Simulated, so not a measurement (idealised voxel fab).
Proc. module: voxel tone inversion
Xsec cut, 200 nm wide, square cell size 5 nm.
Reading order for cross-sections: top band down to bottom band. Underlying form: a grid of square cells. Band size: one or more rows of cells.
In this notation a band is specified by the heights of its top and bottom, in that order and in nm, after which its materials appear from left to right, each paired with its width in nm. The word "everywhere" attached to a single material means that material fills the band from edge to edge; the word "empty" stands for empty space.
Height datum 0, below which the as-received substrate wafer is one material. Lowest band open at the bottom, running downward: "0 down".
Graded width ("30 to 40"): value in top row of band = first number; value in bottom row = second number; row-to-row change constant.
No cell of the cross-section changed in a step that is given as "no alteration".
Listed in "Closed-off voids": every empty space of 8 or more cells without an open way to the top. Form: width x height at distance, the distance being from the left edge, all in nm.
The remark found on a step's line after its settings is issued by the simulator itself and pertains to that step.
overlay nm: how far to the right of its planned place the mask lay on this masked step (negative: to the left).
The steps planned for the process are as follows
1) op RECEIVE | material Si
2) op CONFORMAL_DEP | material SiCN | thk nm 5
3) op DIRECTIONAL_DEP | material polySi | thk nm 15
4) op PATTERN | tone cover | mask id POSTS | material resist | width nm 25 | pitch nm 55 | thk nm 25 | overlay nm 0
5) op DIRECTIONAL_ETCH | etch materials polySi | depth nm 15
6) op STRIP | etch materials resist
7) op FILL_DEP | material lowk | thk nm 5
8) op CMP | height nm 25
9) op STRIP | etch materials polySi
10) op CONFORMAL_DEP | material TiN | thk nm 5
11) op FILL_DEP | material Ru | thk nm 10
12) op CMP | height nm 25
13) op CONFORMAL_DEP | material SiN | thk nm 5
The wafers are alike at the start. At step 2, their thk nm differs. The plan lists the first wafer's value.
Received wafers, first of several: cross-section after step 1
  0 down = Si everywhere
  Closed-off voids: none
First of several wafers, sectioned at end of module (last step: step 13)
  30 to 25 = SiN everywhere
  25 to 20 = lowk everywhere
  20 to 5 = lowk: 30  polySi: 25  lowk: 30  polySi: 25  lowk: 30  polySi: 25  lowk: 35
  5 to 0 = SiCN everywhere
  0 down = Si everywhere
  Closed-off voids: none
Cross-sectional view, end of module, last wafer of several
  30 to 25 = SiN everywhere
  25 to 0 = SiCN everywhere
  0 down = Si everywhere
  Closed-off voids: none
Here is how to read the rows: every wafer has a row, and it shows the wafer at the end of the module, giving for each material how many cells were gained (+) or lost (-) since the wafer was received, then listing its closed voids
thk nm 5, +40 SiCN, +40 SiN, +115 lowk, +45 polySi, Closed-off voids: none
thk nm 10, +18 Ru, +80 SiCN, +40 SiN, +27 TiN, +75 lowk, Closed-off voids: none
thk nm 15, +9 Ru, +120 SiCN, +40 SiN, +21 TiN, +50 lowk, Closed-off voids: none
thk nm 20, +160 SiCN, +40 SiN, +15 TiN, +25 lowk, Closed-off voids: none
thk nm 25, +200 SiCN, +40 SiN, Closed-off voids: none
